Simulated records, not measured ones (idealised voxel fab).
Title: Process Module voxel self aligned vias
Section shown: cut. Width: 210 nm. Cell size: 5 nm, square.
A cross-section is written here as square cells arranged in a grid, and it is given in bands from the top down, each band taking up one or more rows of cells. What a band's entry tells you: where the top is and where the bottom is, as heights in nm, and after that what lies inside, material by material from left to right, each with its width in nm. Empty space is written as the word "blank", and a single material marked with the word "throughout" occupies the band from edge to edge. Convention: height 0 is the level below which the wafer, as received, is all one material. The lowest band does not terminate at the bottom but continues downward, represented as "0 -> down". Read "30..40" as a graded width: first number on top, second number at the bottom, same change between each pair of neighbouring rows. Step note "identical to before" = no cross-section cell changed. For the entry "Fully enclosed voids", the listed items are empty spaces with no open way to the top whose size is 8 cells or more; each item follows the pattern width x height at distance, where distance is from the left edge and all three are in nm. Note: text after step settings on the step line = simulator remark on that step. The optional step-line setting "overlay nm" applies to steps with a mask and quantifies how far to the right of its planned location the mask lay, a negative value indicating leftward placement.
### Planned process steps
1 RECEIVE, material Si
2 CONFORMAL_DEP, material SiO2, thk nm 10
3 CONFORMAL_DEP, material SiCN, thk nm 5
4 DIRECTIONAL_DEP, material SiO2, thk nm 25
5 DIRECTIONAL_DEP, material aC, thk nm 15
6 PATTERN, tone open, mask id LINES, material resist, width nm 20, pitch nm 65, thk nm 30, overlay nm 0
7 DIRECTIONAL_ETCH, etch materials aC, depth nm 15
8 STRIP, etch materials resist
9 DIRECTIONAL_ETCH, etch materials SiO2, depth nm 25
10 STRIP, etch materials aC
11 CONFORMAL_DEP, material TiN, thk nm 5
12 FILL_DEP, material Ru, thk nm 10
13 CMP, height nm 40
14 SELECTIVE_ETCH, etch materials W Ru TiN, depth nm 10
15 FILL_DEP, material SiN, thk nm 5
16 CMP, height nm 40
17 DIRECTIONAL_DEP, material SiO2, thk nm 20
18 MASKED_ETCH, tone open, mask id VIAS, width nm 40, pitch nm 130, etch materials SiO2, depth nm 20, overlay nm 0
19 MASKED_ETCH, tone open, mask id VIAS, width nm 40, pitch nm 130, etch materials SiN, depth nm 10, overlay nm 0
20 CONFORMAL_DEP, material TiN, thk nm 5
21 FILL_DEP, material Cu, thk nm 10
22 CMP, height nm 60
23 CONFORMAL_DEP, material SiCN, thk nm 5
### as received, after step 1
	0 -> down: Si throughout
	Fully enclosed voids: none
### End-of-module cross-section of the first of two wafers, processed as planned
	65 -> 60: SiCN throughout
	60 -> 45: 20 SiO2, 5 TiN, 30 Cu, 5 TiN, 90 SiO2, 5 TiN, 30 Cu, 5 TiN, 20 SiO2
	45 -> 40: 20 SiO2, 15 TiN, 10 Cu, 15 TiN, 90 SiO2, 15 TiN, 10 Cu, 15 TiN, 20 SiO2
	40 -> 35: 30 SiO2, 5 TiN, 10 Cu, 5 TiN, 45 SiO2, 20 SiN, 45 SiO2, 5 TiN, 10 Cu, 5 TiN, 30 SiO2
	35 -> 30: 30 SiO2, 20 TiN, 45 SiO2, 20 SiN, 45 SiO2, 20 TiN, 30 SiO2
	30 -> 20: 30 SiO2, 5 TiN, 10 Ru, 5 TiN, 45 SiO2, 5 TiN, 10 Ru, 5 TiN, 45 SiO2, 5 TiN, 10 Ru, 5 TiN, 30 SiO2
	20 -> 15: 30 SiO2, 20 TiN, 45 SiO2, 20 TiN, 45 SiO2, 20 TiN, 30 SiO2
	15 -> 10: SiCN throughout
	10 -> 0: SiO2 throughout
	0 -> down: Si throughout
	Fully enclosed voids: none
### Cross-section, second wafer: same start as the first, same plan as the first, one mistake in running it; taken at the end of the module
	65 -> 60: SiCN throughout
	60 -> 45: 20 SiO2, 5 TiN, 30 Cu, 5 TiN, 90 SiO2, 5 TiN, 30 Cu, 5 TiN, 20 SiO2
	45 -> 40: 20 SiO2, 15 TiN, 10 Cu, 15 TiN, 90 SiO2, 15 TiN, 10 Cu, 15 TiN, 20 SiO2
	40 -> 35: 30 SiO2, 20 TiN, 45 SiO2, 20 SiN, 45 SiO2, 20 TiN, 30 SiO2
	35 -> 30: 30 SiO2, 20 SiN, 45 SiO2, 20 SiN, 45 SiO2, 20 SiN, 30 SiO2
	30 -> 20: 30 SiO2, 5 TiN, 10 Ru, 5 TiN, 45 SiO2, 5 TiN, 10 Ru, 5 TiN, 45 SiO2, 5 TiN, 10 Ru, 5 TiN, 30 SiO2
	20 -> 15: 30 SiO2, 20 TiN, 45 SiO2, 20 TiN, 45 SiO2, 20 TiN, 30 SiO2
	15 -> 10: SiCN throughout
	10 -> 0: SiO2 throughout
	0 -> down: Si throughout
	Fully enclosed voids: none
Diagnosis: step 19 changed vs plan, executed as MASKED_ETCH, tone open, mask id VIAS, width nm 40, pitch nm 130, etch materials SiN, depth nm 5, overlay nm 0
End check, counted in cells, second wafer has more or fewer of these materials than the first: -4 Cu; +8 SiN; -4 TiN
